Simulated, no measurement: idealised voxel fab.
process module | voxel double patterning
cross-section cut | 180 nm wide | cells 5 nm
A cross-section is a grid of square cells, given in bands from the top down. A band is one or more rows of cells.
Each band's line starts with the height of the band's top and of its bottom, in nm. Then come its materials from left to right, each with its width in nm. One material with "throughout" fills the band from edge to edge. "air" is empty space.
Height 0 is the level under which the wafer as received is all one material. The lowest band goes on downwards, as in "0 down".
A width such as "30 to 40" changes by the same amount from each row of cells to the next, from the band's top row to its bottom row.
"no change" after a step means that no cell of the cross-section changed.
closed voids: empty space of 8 cells or more with no open way to the top, each as width x height at its distance from the left edge, in nm
after a step's settings: what the simulator itself notes on the step
overlay nm, on a step with a mask: how far to the right of its planned place the mask lay; to the left if negative
plan
1 op RECEIVE | material Si
2 op CONFORMAL_DEP | material SiO2 | thk nm 10
3 op DIRECTIONAL_DEP | material polySi | thk nm 10
4 op DIRECTIONAL_DEP | material SiCN | thk nm 5
5 op MASKED_ETCH | tone open | mask id FIRST | width nm 15 | pitch nm 50 | etch materials SiCN | depth nm 5 | overlay nm 0
6 op MASKED_ETCH | tone open | mask id SECOND | width nm 15 | etch materials SiCN | depth nm 5 | overlay nm 0
7 op DIRECTIONAL_ETCH | etch materials polySi | depth nm 10
8 op STRIP | etch materials SiCN
first wafer, as planned
as received, after step 1
  0 down: Si throughout
  closed voids: none
after step 2
  10 to 0: SiO2 throughout
  below 0: unchanged
after step 3
  20 to 10: polySi throughout
  below 10: unchanged
after step 4
  25 to 20: SiCN throughout
  below 20: unchanged
after step 5
  25 to 20: SiCN 55 | air 15 | SiCN 35 | air 15 | SiCN 60
  below 20: unchanged
after step 6
  25 to 20: SiCN 55 | air 15 | SiCN 10 | air 15 | SiCN 10 | air 15 | SiCN 60
  below 20: unchanged
after step 7
  25 to 20: SiCN 55 | air 15 | SiCN 10 | air 15 | SiCN 10 | air 15 | SiCN 60
  20 to 10: polySi 55 | air 15 | polySi 10 | air 15 | polySi 10 | air 15 | polySi 60
  below 10: unchanged
after step 8
  20 to 10: polySi 55 | air 15 | polySi 10 | air 15 | polySi 10 | air 15 | polySi 60
  below 10: unchanged
second wafer: like start, like plan, one mistake. Through step 5 it matches the first wafer
when step 6 should have ended
  25 to 20: SiCN 55 | air 15 | SiCN 5 | air 25 | SiCN 5 | air 15 | SiCN 60
  below 20: unchanged
when step 7 should have ended
  25 to 20: SiCN 55 | air 15 | SiCN 5 | air 25 | SiCN 5 | air 15 | SiCN 60
  20 to 10: polySi 55 | air 15 | polySi 5 | air 25 | polySi 5 | air 15 | polySi 60
  below 10: unchanged
when step 8 should have ended
  20 to 10: polySi 55 | air 15 | polySi 5 | air 25 | polySi 5 | air 15 | polySi 60
  below 10: unchanged
what went wrong: step 6 ran as: op MASKED_ETCH | tone open | mask id SECOND | width nm 25 | etch materials SiCN | depth nm 5 | overlay nm 0
at the end the second wafer has, in cells: 4 fewer of polySi
